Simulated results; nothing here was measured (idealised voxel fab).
Module name: voxel released beams (process module)
Cross-section cut spans 160 nm and uses square cells 5 nm in size.
Format of a cross-section: grid, square cells. Given as bands. Order: top down. Band: one or more rows of cells. Band: top and bottom heights (nm) first, top before bottom; then materials from left to right, widths in nm. "all across" marks a sole material filling the band edge to edge. "empty" denotes empty space. Basically, 0 is our baseline, since under it the wafer straight out of the box is all one material. The bottom band has no lower end and keeps on going down, so it looks like "from 0 down". The width entry "30 to 40" should be interpreted row by row: the top row of cells in the band takes the first number, the bottom row takes the second number, and the change between adjacent rows is uniform throughout. The designation "remains unaltered", where it is given for a processing step, indicates that no cell of the cross-section was altered in the course of that step. If an empty space has no open way to the top and is at least 8 cells in size, "Voids, fully enclosed" lists it, written width x height at distance, where distance is measured from the left edge and every value is in nm. Whatever follows a step's settings on its line is a remark the simulator itself makes about that step. Steps that use a mask can have "overlay nm" on their line. It says how far the mask sat to the right of where it was meant to be. Negative means to the left.
Steps in the process plan:
1. RECEIVE, material Si
2. CONFORMAL_DEP, material SiN, thk nm 5
3. DIRECTIONAL_DEP, material SiO2, thk nm 10
4. DIRECTIONAL_DEP, material aC, thk nm 10
5. PATTERN, tone open, mask id ANCHOR, material resist, width nm 30, thk nm 30, overlay nm 0
6. DIRECTIONAL_ETCH, etch materials aC, depth nm 10
7. STRIP, etch materials resist
8. DIRECTIONAL_ETCH, etch materials SiO2, depth nm 10
9. STRIP, etch materials aC
10. CONFORMAL_DEP, material polySi, thk nm 10
11. PATTERN, tone cover, mask id BEAM, material resist, width nm 105, thk nm 15, overlay nm 0
12. DIRECTIONAL_ETCH, etch materials polySi, depth nm 10
13. STRIP, etch materials resist
14. STRIP, etch materials SiO2
Cross-section of the wafer as it came to us, i.e., already through step 1:
	from 0 down: Si all across
	Voids, fully enclosed: none
Module complete - cross-section of the first of two wafers, run according to plan:
	from 25 to 15: 25 nm empty  15 nm polySi  10 nm empty  80 nm polySi  30 nm empty
	from 15 to 5: 30 nm empty  30 nm polySi  100 nm empty
	from 5 to 0: SiN all across
	from 0 down: Si all across
	Voids, fully enclosed: none
Here is the second of the two wafers cut open at the end of the module - same start, same plan as the first one, but we made one mistake running it:
	from 25 to 15: 25 nm empty  5 nm polySi  10 nm empty  90 nm polySi  30 nm empty
	from 15 to 5: 20 nm empty  30 nm polySi  110 nm empty
	from 5 to 0: SiN all across
	from 0 down: Si all across
	Voids, fully enclosed: none
Nonconformance to the process plan: contrary to plan, step 5 was performed as PATTERN, tone open, mask id ANCHOR, material resist, width nm 30, thk nm 30, overlay nm -10
End check, second vs first wafer: material counts in cells match, positions do not.
